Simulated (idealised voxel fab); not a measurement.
This is a process module. Its name is voxel self aligned contacts.
In the cross-section labelled cut, the width is 260 nm and each square cell is 5 nm.
A cross-section in this document is a grid of square cells, and it is written down as bands, the top band listed before the ones below it; a band is made up of one or more rows of cells.
Each band's line starts with the height of the band's top and of its bottom, in nm. Then come its materials from left to right, each with its width in nm. One material with "throughout" fills the band from edge to edge. "blank" is empty space.
The level at which height equals 0 is the one under which the wafer, as it arrives, is entirely one material. No lower edge exists for the bottom band, which continues downward and is notated as in "from 0 down".
A width such as "30 to 40" changes by the same amount from each row of cells to the next, from the band's top row to its bottom row.
It should be understood that the words "all unchanged", when stated for a given step, signify that the cross-section underwent no change in any of its cells during that step.
"Closed void table" specifies each empty space that is not open to the top and that occupies no fewer than 8 cells, using the form width x height at distance, the distance measured from the left edge and all three quantities in nm.
Step line, after settings: the simulator's comment on this step.
Regarding "overlay nm": on a step with a mask, it is the distance the mask lay to the right of its planned place; a negative value places it to the left.

## Process steps - plan
1 RECEIVE (material Si)
2 CONFORMAL_DEP (material SiO2; thk nm 5)
3 DIRECTIONAL_DEP (material polySi; thk nm 25)
4 DIRECTIONAL_DEP (material SiN; thk nm 25)
5 PATTERN (tone cover; mask id GATE; material resist; width nm 25; pitch nm 70; thk nm 20; overlay nm 0)
6 DIRECTIONAL_ETCH (etch materials SiN; depth nm 25)
7 DIRECTIONAL_ETCH (etch materials polySi; depth nm 25)
8 STRIP (etch materials resist)
9 CONFORMAL_DEP (material SiN; thk nm 10)
10 DIRECTIONAL_ETCH (etch materials SiN; depth nm 10)
11 FILL_DEP (material SiO2; thk nm 20)
12 CMP (height nm 65)
13 MASKED_ETCH (tone open; mask id CONTACT; width nm 55; etch materials SiO2; depth nm 55; overlay nm 0)
14 CONFORMAL_DEP (material TiN; thk nm 5)
15 FILL_DEP (material Ru; thk nm 5)
16 CMP (height nm 65)
17 CONFORMAL_DEP (material SiN; thk nm 5)
The value of depth nm given for step 13 in the plan refers to the first wafer; the wafers vary in this setting and are alike at the start.

## Cross-sectional view of the first of several wafers in the as-received condition, corresponding to the state following step 1
> from 0 down: Si throughout
> Closed void table: none

## The first of several wafers, seen in cross-section after the module's last step, step 17
> from 70 to 65: SiN throughout
> from 65 to 55: SiO2 (100) | TiN (5 to 20) | Ru (45 to 15) | TiN (5 to 20) | SiO2 (105)
> from 55 to 30: SiO2 (70) | SiN (45) | TiN (5) | Ru (15) | TiN (5) | SiN (45) | SiO2 (75)
> from 30 to 15: SiO2 (70) | SiN (10) | polySi (25) | SiN (10) | TiN (5) | Ru (15) | TiN (5) | SiN (10) | polySi (25) | SiN (10) | SiO2 (75)
> from 15 to 10: SiO2 (70) | SiN (10) | polySi (25) | SiN (10) | TiN (25) | SiN (10) | polySi (25) | SiN (10) | SiO2 (75)
> from 10 to 5: SiO2 (70) | SiN (10) | polySi (25) | SiN (10) | SiO2 (25) | SiN (10) | polySi (25) | SiN (10) | SiO2 (75)
> from 5 to 0: SiO2 throughout
> from 0 down: Si throughout
> Closed void table: none

## A cross-section through the last wafer at the close of the module
> from 70 to 65: SiN throughout
> from 65 to 55: SiO2 (100) | TiN (5 to 20) | Ru (45 to 15) | TiN (5 to 20) | SiO2 (105)
> from 55 to 30: SiO2 (70) | SiN (45) | TiN (5) | Ru (15) | TiN (5) | SiN (45) | SiO2 (75)
> from 30 to 5: SiO2 (70) | SiN (10) | polySi (25) | SiN (10) | TiN (5) | Ru (15) | TiN (5) | SiN (10) | polySi (25) | SiN (10) | SiO2 (75)
> from 5 to 0: SiO2 (115) | TiN (25) | SiO2 (120)
> from 0 down: Si throughout
> Closed void table: none

## Take any row and you have a wafer at the end of the module: how many cells of each material it has gained (+) or lost (-) since it was received, and then its closed voids
depth nm 55, +36 Ru, +182 SiN, +429 SiO2, +31 TiN, +50 polySi, Closed void table: none
depth nm 60, +39 Ru, +182 SiN, +424 SiO2, +33 TiN, +50 polySi, Closed void table: none
depth nm 65, +42 Ru, +182 SiN, +419 SiO2, +35 TiN, +50 polySi, Closed void table: none
depth nm 70, +42 Ru, +182 SiN, +419 SiO2, +35 TiN, +50 polySi, Closed void table: none
depth nm 75, +42 Ru, +182 SiN, +419 SiO2, +35 TiN, +50 polySi, Closed void table: none
depth nm 80, +42 Ru, +182 SiN, +419 SiO2, +35 TiN, +50 polySi, Closed void table: none
